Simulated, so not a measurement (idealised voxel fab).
process module | voxel self aligned contacts
cross-section cut | 210 nm wide | cells 5 nm
A cross-section is a grid of square cells, given in bands from the top down. A band is one or more rows of cells.
Each band's line starts with the height of the band's top and of its bottom, in nm. Then come its materials from left to right, each with its width in nm. One material with "throughout" fills the band from edge to edge. "air" is empty space.
Height 0 is the level under which the wafer as received is all one material. The lowest band goes on downwards, as in "0 down".
A width such as "30 to 40" changes by the same amount from each row of cells to the next, from the band's top row to its bottom row.
"no change" after a step means that no cell of the cross-section changed.
closed voids: empty space of 8 cells or more with no open way to the top, each as width x height at its distance from the left edge, in nm
after a step's settings: what the simulator itself notes on the step
overlay nm, on a step with a mask: how far to the right of its planned place the mask lay; to the left if negative
plan
1 op RECEIVE | material Si
2 op CONFORMAL_DEP | material SiO2 | thk nm 5
3 op DIRECTIONAL_DEP | material polySi | thk nm 30
4 op DIRECTIONAL_DEP | material SiN | thk nm 15
5 op MASKED_ETCH | tone cover | mask id GATE | width nm 30 | pitch nm 55 | etch materials SiN | depth nm 15 | overlay nm 0
6 op MASKED_ETCH | tone cover | mask id GATE | width nm 30 | pitch nm 55 | etch materials polySi | depth nm 30 | overlay nm 0
7 op CONFORMAL_DEP | material SiN | thk nm 5
8 op DIRECTIONAL_ETCH | etch materials SiN | depth nm 5
9 op FILL_DEP | material SiO2 | thk nm 20
10 op CMP | height nm 60
11 op MASKED_ETCH | tone open | mask id CONTACT | width nm 35 | etch materials SiO2 | depth nm 60 | overlay nm 0
12 op CONFORMAL_DEP | material TiN | thk nm 5
13 op FILL_DEP | material Ru | thk nm 5
14 op CMP | height nm 60
15 op CONFORMAL_DEP | material SiCN | thk nm 5
first wafer, as planned
as received, after step 1
  0 down: Si throughout
  closed voids: none
after step 2
  5 to 0: SiO2 throughout
  below 0: unchanged
after step 3
  35 to 5: polySi throughout
  below 5: unchanged
after step 4
  50 to 35: SiN throughout
  below 35: unchanged
after step 5
  50 to 35: air 60 | SiN 30 | air 25 | SiN 30 | air 65
  below 35: unchanged
after step 6
  50 to 35: air 60 | SiN 30 | air 25 | SiN 30 | air 65
  35 to 5: air 60 | polySi 30 | air 25 | polySi 30 | air 65
  below 5: unchanged
after step 7
  55 to 35: air 55 | SiN 40 | air 15 | SiN 40 | air 60
  35 to 10: air 55 | SiN 5 | polySi 30 | SiN 5 | air 15 | SiN 5 | polySi 30 | SiN 5 | air 60
  10 to 5: SiN 60 | polySi 30 | SiN 25 | polySi 30 | SiN 65
  below 5: unchanged
after step 8
  50 to 35: air 55 | SiN 40 | air 15 | SiN 40 | air 60
  35 to 5: air 55 | SiN 5 | polySi 30 | SiN 5 | air 15 | SiN 5 | polySi 30 | SiN 5 | air 60
  below 5: unchanged
after step 9
  70 to 50: SiO2 throughout
  50 to 35: SiO2 55 | SiN 40 | SiO2 15 | SiN 40 | SiO2 60
  35 to 5: SiO2 55 | SiN 5 | polySi 30 | SiN 5 | SiO2 15 | SiN 5 | polySi 30 | SiN 5 | SiO2 60
  below 5: unchanged
after step 10
  60 to 50: SiO2 throughout
  below 50: unchanged
after step 11
  60 to 50: SiO2 85 | air 35 | SiO2 90
  50 to 35: SiO2 55 | SiN 40 | air 15 | SiN 40 | SiO2 60
  35 to 5: SiO2 55 | SiN 5 | polySi 30 | SiN 5 | air 15 | SiN 5 | polySi 30 | SiN 5 | SiO2 60
  5 to 0: SiO2 95 | air 15 | SiO2 100
  below 0: unchanged
after step 12
  65 to 60: TiN 90 | air 25 | TiN 95
  60 to 50: SiO2 85 | TiN 5 to 15 | air 25 to 5 | TiN 5 to 15 | SiO2 90
  50 to 35: SiO2 55 | SiN 40 | TiN 5 | air 5 | TiN 5 | SiN 40 | SiO2 60
  35 to 5: SiO2 55 | SiN 5 | polySi 30 | SiN 5 | TiN 5 | air 5 | TiN 5 | SiN 5 | polySi 30 | SiN 5 | SiO2 60
  5 to 0: SiO2 95 | TiN 15 | SiO2 100
  below 0: unchanged
after step 13
  70 to 65: Ru throughout
  65 to 60: TiN 90 | Ru 25 | TiN 95
  60 to 50: SiO2 85 | TiN 5 to 15 | Ru 25 to 5 | TiN 5 to 15 | SiO2 90
  50 to 35: SiO2 55 | SiN 40 | TiN 5 | Ru 5 | TiN 5 | SiN 40 | SiO2 60
  35 to 5: SiO2 55 | SiN 5 | polySi 30 | SiN 5 | TiN 5 | Ru 5 | TiN 5 | SiN 5 | polySi 30 | SiN 5 | SiO2 60
  below 5: unchanged
after step 14
  60 to 50: SiO2 85 | TiN 5 to 15 | Ru 25 to 5 | TiN 5 to 15 | SiO2 90
  below 50: unchanged
after step 15
  65 to 60: SiCN throughout
  below 60: unchanged
second wafer: like start, like plan, one mistake. Through step 10 it matches the first wafer
when step 11 should have ended
  60 to 50: air 85 | SiO2 35 | air 90
  50 to 35: air 55 | SiN 40 | SiO2 15 | SiN 40 | air 60
  35 to 5: air 55 | SiN 5 | polySi 30 | SiN 5 | SiO2 15 | SiN 5 | polySi 30 | SiN 5 | air 60
  5 to 0: air 55 | SiO2 95 | air 60
  below 0: unchanged
when step 12 should have ended
  65 to 60: air 80 | TiN 45 | air 85
  60 to 50: air 80 to 50 | TiN 5 to 35 | SiO2 35 | TiN 5 to 35 | air 85 to 55
  50 to 35: air 50 | TiN 5 | SiN 40 | SiO2 15 | SiN 40 | TiN 5 | air 55
  35 to 5: air 50 | TiN 5 | SiN 5 | polySi 30 | SiN 5 | SiO2 15 | SiN 5 | polySi 30 | SiN 5 | TiN 5 | air 55
  5 to 0: TiN 55 | SiO2 95 | TiN 60
  below 0: unchanged
when step 13 should have ended
  70 to 65: Ru throughout
  65 to 60: Ru 80 | TiN 45 | Ru 85
  60 to 50: Ru 80 to 50 | TiN 5 to 35 | SiO2 35 | TiN 5 to 35 | Ru 85 to 55
  50 to 35: Ru 50 | TiN 5 | SiN 40 | SiO2 15 | SiN 40 | TiN 5 | Ru 55
  35 to 5: Ru 50 | TiN 5 | SiN 5 | polySi 30 | SiN 5 | SiO2 15 | SiN 5 | polySi 30 | SiN 5 | TiN 5 | Ru 55
  below 5: unchanged
when step 14 should have ended
  60 to 50: Ru 80 to 50 | TiN 5 to 35 | SiO2 35 | TiN 5 to 35 | Ru 85 to 55
  below 50: unchanged
when step 15 should have ended
  65 to 60: SiCN throughout
  below 60: unchanged
what went wrong: step 11 ran as: op MASKED_ETCH | tone cover | mask id CONTACT | width nm 35 | etch materials SiO2 | depth nm 60 | overlay nm 0
at the end the second wafer has, in cells: 228 more of Ru | 256 fewer of SiO2 | 28 more of TiN
